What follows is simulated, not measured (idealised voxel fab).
The document below concerns the process module designated voxel transistor to metal.
Pictured: cross-section cut, 275 nm wide, on a grid of 5 nm square cells.
This document writes a cross-section as a grid whose cells are square, and gives it as bands, listed from the top down; one or more rows of cells form a band.
The band entry comprises the height of the band's top followed by the height of its bottom, expressed in nm, and subsequently the band's materials from left to right, each stated together with its width in nm. Where a single material is marked with the word "throughout", that material fills the band from edge to edge. The word "blank" represents empty space.
It should be noted that heights are counted from 0, beneath which the wafer as supplied is of one material throughout, and that the lowest band possesses no lower boundary but continues downward, as written in "0..down".
You'd read "30..40" like this: the band's top row of cells is as wide as the first number, its bottom row is as wide as the second, and going down, every row changes width by the same amount as the row before did.
What does "nothing got changed" mean for a step? It means no cell of the cross-section changed in that step.
"Enclosed void inventory" - sealed voids, min. 8 cells, no opening to top; format: width x height at distance (distance from left edge; nm throughout).
Note: text after step settings on the step line = simulator remark on that step.
The "overlay nm" setting may appear on a step's line; for a step that uses a mask, it gives how far to the right of its planned position the mask lay, and a negative value indicates the left.

These are the steps we planned for the process
| 1 | RECEIVE with material Si |
| 2 | OXIDIZE with depth nm 5 |
| 3 | CONFORMAL_DEP with material SiN, thk nm 10 |
| 4 | PATTERN with tone cover, mask id ACTIVE, material resist, width nm 105, pitch nm 135, thk nm 20, overlay nm 0 |
| 5 | DIRECTIONAL_ETCH with etch materials SiN, depth nm 10 |
| 6 | DIRECTIONAL_ETCH with etch materials SiO2, depth nm 5 |
| 7 | DIRECTIONAL_ETCH with etch materials Si, depth nm 35 |
| 8 | STRIP with etch materials resist |
| 9 | FILL_DEP with material SiO2, thk nm 15 |
| 10 | CMP with height nm 10 |
| 11 | SELECTIVE_ETCH with etch materials SiO2, depth nm 5 |
| 12 | STRIP with etch materials SiN |
| 13 | SELECTIVE_ETCH with etch materials SiO2, depth nm 5 |
| 14 | OXIDIZE with depth nm 5 |
| 15 | DIRECTIONAL_DEP with material polySi, thk nm 30 |
| 16 | DIRECTIONAL_DEP with material SiCN, thk nm 15 |
| 17 | PATTERN with tone cover, mask id GATE, material resist, width nm 35, pitch nm 135, thk nm 15, overlay nm 0 |
| 18 | DIRECTIONAL_ETCH with etch materials SiCN, depth nm 25 |
| 19 | DIRECTIONAL_ETCH with etch materials polySi, depth nm 40 |
| 20 | STRIP with etch materials resist |
| 21 | CONFORMAL_DEP with material SiO2, thk nm 5 |
| 22 | DIRECTIONAL_ETCH with etch materials SiO2, depth nm 5 |
| 23 | CONFORMAL_DEP with material SiN, thk nm 5 |
| 24 | DIRECTIONAL_ETCH with etch materials SiN, depth nm 5 |
| 25 | DIRECTIONAL_ETCH with etch materials SiO2, depth nm 5 |
| 26 | DIRECTIONAL_ETCH with etch materials Si, depth nm 10 |
| 27 | EPI with material nSi, thk nm 10 |
| 28 | FILL_DEP with material SiO2, thk nm 10 |
| 29 | CMP with height nm 25 |
| 30 | STRIP with etch materials polySi |
| 31 | SELECTIVE_ETCH with etch materials SiO2, depth nm 5 |
| 32 | CONFORMAL_DEP with material HfO2, thk nm 5 |
| 33 | CONFORMAL_DEP with material TiN, thk nm 5 |
| 34 | FILL_DEP with material W, thk nm 10 |
| 35 | CMP with height nm 20 |
| 36 | DIRECTIONAL_DEP with material SiO2, thk nm 10 |
| 37 | PATTERN with tone open, mask id CONTACT, material resist, width nm 15, thk nm 15, overlay nm 0 |
| 38 | DIRECTIONAL_ETCH with etch materials SiO2, depth nm 30 |
| 39 | STRIP with etch materials resist |
| 40 | CONFORMAL_DEP with material TiN, thk nm 5 |
| 41 | FILL_DEP with material W, thk nm 10 |
| 42 | CMP with height nm 30 |
| 43 | DIRECTIONAL_DEP with material TiN, thk nm 5 |
| 44 | DIRECTIONAL_DEP with material Ru, thk nm 25 |
| 45 | DIRECTIONAL_DEP with material aC, thk nm 15 |
| 46 | PATTERN with tone cover, mask id METAL_1, material resist, width nm 15, thk nm 35, overlay nm 0 |
| 47 | DIRECTIONAL_ETCH with etch materials aC, depth nm 15 |
| 48 | STRIP with etch materials resist |
| 49 | DIRECTIONAL_ETCH with etch materials Ru, depth nm 25 |
| 50 | DIRECTIONAL_ETCH with etch materials TiN, depth nm 5 |
| 51 | STRIP with etch materials aC |
| 52 | FILL_DEP with material SiO2, thk nm 5 |
| 53 | CMP with height nm 60 |
| 54 | CONFORMAL_DEP with material SiCN, thk nm 5 |
| 55 | DIRECTIONAL_DEP with material SiO2, thk nm 30 |
| 56 | MASKED_ETCH with tone open, mask id METAL_2, width nm 15, pitch nm 135, etch materials SiO2, depth nm 15, overlay nm 0 |
| 57 | DIRECTIONAL_DEP with material aC, thk nm 15 |
| 58 | PATTERN with tone open, mask id METAL_2_HOLES, material resist, width nm 15, pitch nm 135, thk nm 30, overlay nm 0 |
| 59 | DIRECTIONAL_ETCH with etch materials aC, depth nm 15 |
| 60 | STRIP with etch materials resist |
| 61 | DIRECTIONAL_ETCH with etch materials SiO2, depth nm 15 |
| 62 | DIRECTIONAL_ETCH with etch materials SiCN, depth nm 5 |
| 63 | STRIP with etch materials aC |
| 64 | CONFORMAL_DEP with material TiN, thk nm 5 |
| 65 | FILL_DEP with material Cu, thk nm 10 |
| 66 | CMP with height nm 95 |
| 67 | CONFORMAL_DEP with material SiN, thk nm 5 |

The cross-section here shows the wafer as received, i.e. in its state after step 1
	0..down | Si throughout
	Enclosed void inventory: none

Look at the cross-section after the module: the wafer started out the way shown above and the plan was the one shown above, yet one mistake was made along the way
	100..95 | SiN throughout
	95..65 | SiO2 20, TiN 5, Cu 5, TiN 5, SiO2 120, TiN 5, Cu 5, TiN 5, SiO2 105
	65..60 | SiCN 20, TiN 15, SiCN 120, TiN 15, SiCN 105
	60..35 | SiO2 20, Ru 15, SiO2 65, Ru 15, SiO2 40, Ru 15, SiO2 65, Ru 15, SiO2 25
	35..30 | SiO2 20, TiN 15, SiO2 65, TiN 15, SiO2 40, TiN 15, SiO2 65, TiN 15, SiO2 25
	30..20 | SiO2 20, TiN 5, W 5, TiN 5, SiO2 65, TiN 5, W 5, TiN 5, SiO2 40, TiN 5, W 5, TiN 5, SiO2 65, TiN 5, W 5, TiN 5, SiO2 25
	20..5 | SiO2 20, TiN 5, W 5, TiN 5, SiO2 10, SiN 5, HfO2 5, TiN 5, W 15, TiN 5, HfO2 5, SiN 5, SiO2 10, TiN 5, W 5, TiN 5, SiO2 40, TiN 5, W 5, TiN 5, SiO2 10, SiN 5, HfO2 5, TiN 5, W 15, TiN 5, HfO2 5, SiN 5, SiO2 10, TiN 5, W 5, TiN 5, SiO2 25
	5..0 | SiO2 20, TiN 15, SiO2 10, SiN 5, HfO2 5, TiN 5, W 15, TiN 5, HfO2 5, SiN 5, SiO2 10, TiN 15, SiO2 40, TiN 15, SiO2 10, SiN 5, HfO2 5, TiN 5, W 15, TiN 5, HfO2 5, SiN 5, SiO2 10, TiN 15, SiO2 25
	0..-5 | SiO2 15, SiN 5, nSi 10, SiO2 5, nSi 10, SiN 5, HfO2 5, TiN 25, HfO2 5, SiN 5, nSi 10, SiO2 5, nSi 10, SiN 5, SiO2 30, SiN 5, nSi 10, SiO2 5, nSi 10, SiN 5, HfO2 5, TiN 25, HfO2 5, SiN 5, nSi 10, SiO2 5, nSi 10, SiN 5, SiO2 20
	-5..-10 | SiO2 20, nSi 10, SiO2 5, nSi 10, SiO2 5, HfO2 35, SiO2 5, nSi 10, SiO2 5, nSi 10, SiO2 40, nSi 10, SiO2 5, nSi 10, SiO2 5, HfO2 35, SiO2 5, nSi 10, SiO2 5, nSi 10, SiO2 25
	-10..-20 | SiO2 15, Si 5, nSi 25, Si 45, nSi 25, Si 5, SiO2 30, Si 5, nSi 25, Si 45, nSi 25, Si 5, SiO2 20
	-20..-40 | SiO2 15, Si 105, SiO2 30, Si 105, SiO2 20
	-40..down | Si throughout
	Enclosed void inventory: none
what went wrong: note that step 17 departed from the planned setting and was carried out as PATTERN with tone cover, mask id GATE, material resist, width nm 25, pitch nm 135, thk nm 15, overlay nm 0
